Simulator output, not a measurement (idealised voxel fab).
Presented below is a process module, voxel self aligned contacts.
Section shown: cut. Width: 170 nm. Cell size: 5 nm, square.
In what follows, cross-sections appear as grids of square cells, described through bands that run from the top down, where every band is one or more rows of cells. Band: top height; bottom height; in nm. Then, left to right: material with width in nm, for each material. "full width": a single material spanning edge to edge. "empty": empty space. It should be noted that heights are counted from 0, beneath which the wafer as supplied is of one material throughout, and that the lowest band possesses no lower boundary but continues downward, as written in "0..down". Width: "30->40" (first number = top row, second number = bottom row, same change from row to row of cells). No cell of the cross-section changed in a step that is given as "nothing changed". Basically, "Closed void register" tells you about the enclosed voids: empty spaces with no open way to the top, 8 cells or bigger, each written width x height at distance, where distance is from the left edge, all in nm. On each step's line, the part that comes after the settings is the simulator's own comment on the step. Each step line may optionally specify "overlay nm", which for a step with a mask gives the rightward distance between the mask's planned place and where it lay, a negative value indicating the leftward direction.

Process steps foreseen in the plan:
1,op RECEIVE | material Si
2,op OXIDIZE | depth nm 5
3,op DIRECTIONAL_DEP | material polySi | thk nm 30
4,op DIRECTIONAL_DEP | material SiN | thk nm 25
5,op DIRECTIONAL_DEP | material aC | thk nm 15
6,op PATTERN | tone cover | mask id GATE | material resist | width nm 30 | pitch nm 75 | thk nm 35 | overlay nm 0
7,op DIRECTIONAL_ETCH | etch materials aC | depth nm 15
8,op STRIP | etch materials resist
9,op DIRECTIONAL_ETCH | etch materials SiN | depth nm 25
10,op DIRECTIONAL_ETCH | etch materials polySi | depth nm 30
11,op STRIP | etch materials aC
12,op CONFORMAL_DEP | material SiN | thk nm 10
13,op DIRECTIONAL_ETCH | etch materials SiN | depth nm 10
14,op FILL_DEP | material SiO2 | thk nm 15
15,op CMP | height nm 60
16,op MASKED_ETCH | tone open | mask id CONTACT | width nm 55 | etch materials SiO2 | depth nm 65 | overlay nm 0
17,op CONFORMAL_DEP | material TiN | thk nm 5
18,op FILL_DEP | material W | thk nm 5
19,op CMP | height nm 60
20,op CONFORMAL_DEP | material SiN | thk nm 5

The cross-section here shows the wafer as received, i.e. in its state after step 1:
  0..down: Si full width
  Closed void register: none

End state of the module in cross-section, given the above starting point and plan and one mistake in execution:
  65..60: SiN full width
  60..55: SiO2 60 nm; TiN 15 nm; W 15 nm; TiN 25 nm; SiO2 55 nm
  55..30: SiO2 20 nm; SiN 50 nm; TiN 5 nm; W 15 nm; TiN 5 nm; SiN 50 nm; SiO2 25 nm
  30..0: SiO2 20 nm; SiN 10 nm; polySi 30 nm; SiN 10 nm; TiN 5 nm; W 15 nm; TiN 5 nm; SiN 10 nm; polySi 30 nm; SiN 10 nm; SiO2 25 nm
  0..-5: SiO2 70 nm; TiN 25 nm; SiO2 75 nm
  -5..down: Si full width
  Closed void register: none
what went wrong: step 16 ran as: op MASKED_ETCH | tone open | mask id CONTACT | width nm 55 | etch materials SiO2 | depth nm 65 | overlay nm 5
